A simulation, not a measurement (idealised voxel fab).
Process module heading - voxel self aligned vias
Square cell edge 5 nm, section width 295 nm, ID cut.
We lay out every cross-section as a grid of square cells and spell it out in bands from the top down, where one band means one or more rows of cells. Band entry format. Leading values: height of top, height of bottom, nm. Remainder: materials in left-to-right order, each with its width in nm. Special words: "all across" on a single material, which then fills the band edge to edge; "air", empty space. The level at which height equals 0 is the one under which the wafer, as it arrives, is entirely one material. No lower edge exists for the bottom band, which continues downward and is notated as in "z 0 and below". The notation "30->40" denotes a width that varies across the rows of cells in the band, beginning at the first number in the top row, finishing at the second number in the bottom row, and changing by an identical amount from each row to the next. "no alterations made" (step): cross-section cells unchanged, all of them. If an empty space has no open way to the top and is at least 8 cells in size, "Enclosed void inventory" lists it, written width x height at distance, where distance is measured from the left edge and every value is in nm. If you see something after the settings on a step's line, that's the simulator's own remark about that step. "overlay nm" answers the question of how far to the right of plan the mask lay on a step that has a mask, and when it is negative the answer is to the left.
### plan
| 1 | RECEIVE with material Si |
| 2 | CONFORMAL_DEP with material SiO2, thk nm 10 |
| 3 | CONFORMAL_DEP with material SiCN, thk nm 5 |
| 4 | DIRECTIONAL_DEP with material lowk, thk nm 25 |
| 5 | DIRECTIONAL_DEP with material aC, thk nm 10 |
| 6 | PATTERN with tone open, mask id LINES, material resist, width nm 25, pitch nm 50, thk nm 30, overlay nm 0 |
| 7 | DIRECTIONAL_ETCH with etch materials aC, depth nm 10 |
| 8 | STRIP with etch materials resist |
| 9 | DIRECTIONAL_ETCH with etch materials lowk, depth nm 25 |
| 10 | STRIP with etch materials aC |
| 11 | CONFORMAL_DEP with material TiN, thk nm 5 |
| 12 | FILL_DEP with material Ru, thk nm 5 |
| 13 | CMP with height nm 40 |
| 14 | SELECTIVE_ETCH with etch materials W Ru TiN, depth nm 5 |
| 15 | FILL_DEP with material SiN, thk nm 10 |
| 16 | CMP with height nm 40 |
| 17 | DIRECTIONAL_DEP with material lowk, thk nm 15 |
| 18 | PATTERN with tone open, mask id VIAS, material resist, width nm 35, thk nm 15, overlay nm 0 |
| 19 | DIRECTIONAL_ETCH with etch materials lowk, depth nm 15 |
| 20 | DIRECTIONAL_ETCH with etch materials SiN, depth nm 5 |
| 21 | STRIP with etch materials resist |
| 22 | CONFORMAL_DEP with material TiN, thk nm 5 |
| 23 | FILL_DEP with material Cu, thk nm 10 |
| 24 | CMP with height nm 55 |
| 25 | CONFORMAL_DEP with material SiCN, thk nm 5 |
### Wafer at receipt (post step 1), cross-section
  z 0 and below  Si all across
  Enclosed void inventory: none
### End-of-module cross-section of the first of two wafers, processed as planned
  z 60 to 55  SiCN all across
  z 55 to 45  105 lowk, 5 TiN, 25 Cu, 5 TiN, 155 lowk
  z 45 to 40  105 lowk, 10 TiN, 15 Cu, 10 TiN, 155 lowk
  z 40 to 35  110 lowk, 25 TiN, 25 lowk, 25 SiN, 110 lowk
  z 35 to 20  110 lowk, 5 TiN, 15 Ru, 5 TiN, 25 lowk, 5 TiN, 15 Ru, 5 TiN, 110 lowk
  z 20 to 15  110 lowk, 25 TiN, 25 lowk, 25 TiN, 110 lowk
  z 15 to 10  SiCN all across
  z 10 to 0  SiO2 all across
  z 0 and below  Si all across
  Enclosed void inventory: none
### second wafer at the end: like start, like plan, one mistake
  z 60 to 55  SiCN all across
  z 55 to 45  105 lowk, 5 TiN, 25 Cu, 5 TiN, 155 lowk
  z 45 to 40  105 lowk, 35 TiN, 155 lowk
  z 40 to 35  110 lowk, 5 TiN, 15 Cu, 5 TiN, 25 lowk, 5 SiN, 15 Cu, 5 SiN, 110 lowk
  z 35 to 20  110 lowk, 5 TiN, 15 Cu, 5 TiN, 25 lowk, 5 TiN, 15 Cu, 5 TiN, 110 lowk
  z 20 to 15  110 lowk, 25 TiN, 25 lowk, 25 TiN, 110 lowk
  z 15 to 10  SiCN all across
  z 10 to 0  SiO2 all across
  z 0 and below  Si all across
  Enclosed void inventory: none
Plan not followed: planned and actual differ for step 12; actual: FILL_DEP with material Cu, thk nm 5
Final wafer comparison in cells, second versus first, more or fewer per material: 21 more of Cu; 18 fewer of Ru; 3 fewer of SiN
